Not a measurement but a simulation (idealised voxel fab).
Presented below is a process module, voxel ribs on slabs.
The figure presents cross-section cut, which has a width of 170 nm and is divided into square cells with an edge length of 5 nm.
Square cells in a grid make up a cross-section in this document, and the grid is given as bands, listed from the top down, each one or more rows of cells.
Top, bottom (nm), then materials left to right with widths (nm); lone material tagged "throughout" fills the whole band edge to edge; "blank" = empty space.
Convention: height 0 is the level below which the wafer, as received, is all one material. The lowest band does not terminate at the bottom but continues downward, represented as "0 down".
Read "30 to 40" as a graded width: first number on top, second number at the bottom, same change between each pair of neighbouring rows.
Reading "same as before" for a step: not a cell of the cross-section changed in it.
What "Unvented voids" gives you is every empty space of 8 cells or more that is cut off from the top. Each appears as width x height at distance, with the distance taken from the left edge and width, height and distance all in nm.
Text after the settings on a step's line: the simulator's own remark on that step.
On any step carrying a mask, the "overlay nm" setting, if present on the step's line, tells how far right of its planned place the mask lay; negative values point to the left.
**The planned process steps are enumerated hereunder**
1) RECEIVE: material Si
2) DIRECTIONAL_DEP: material SiO2, thk nm 30
3) DIRECTIONAL_DEP: material SiN, thk nm 15
4) PATTERN: tone cover, mask id RIB, material resist, width nm 20, thk nm 15, overlay nm 0
5) DIRECTIONAL_ETCH: etch materials SiN, depth nm 10
6) STRIP: etch materials resist
7) DIRECTIONAL_DEP: material aC, thk nm 15
8) PATTERN: tone cover, mask id SLAB, material resist, width nm 70, thk nm 35, overlay nm 0
9) DIRECTIONAL_ETCH: etch materials aC, depth nm 15
10) STRIP: etch materials resist
11) DIRECTIONAL_ETCH: etch materials SiN, depth nm 5
12) STRIP: etch materials aC
13) FILL_DEP: material SiO2, thk nm 20
14) CMP: height nm 55
15) DIRECTIONAL_DEP: material W, thk nm 10
16) DIRECTIONAL_DEP: material aC, thk nm 10
17) PATTERN: tone cover, mask id HEATER, material resist, width nm 30, thk nm 25, overlay nm 0
18) DIRECTIONAL_ETCH: etch materials aC, depth nm 10
19) STRIP: etch materials resist
20) DIRECTIONAL_ETCH: etch materials W, depth nm 10
21) STRIP: etch materials aC
22) CONFORMAL_DEP: material SiN, thk nm 5
**As-received state of the wafer in cross-section, equivalent to post-step 1**
* 0 down = Si throughout
* Unvented voids: none
**Figure: cross-sectional view of the wafer upon completion of the module, processed from the initial state and according to the plan depicted above, with one error introduced during execution**
* 70 to 65 = 65 blank, then 40 SiN, then 65 blank
* 65 to 60 = 65 blank, then 5 SiN, then 30 W, then 5 SiN, then 65 blank
* 60 to 55 = 70 SiN, then 30 W, then 70 SiN
* 55 to 40 = SiO2 throughout
* 40 to 35 = 75 SiO2, then 20 SiN, then 75 SiO2
* 35 to 30 = 50 SiN, then 25 SiO2, then 20 SiN, then 25 SiO2, then 50 SiN
* 30 to 0 = SiO2 throughout
* 0 down = Si throughout
* Unvented voids: none
what went wrong: step 8 was run on a setting that differed from the plan, and what really ran there is PATTERN: tone open, mask id SLAB, material resist, width nm 70, thk nm 35, overlay nm 0
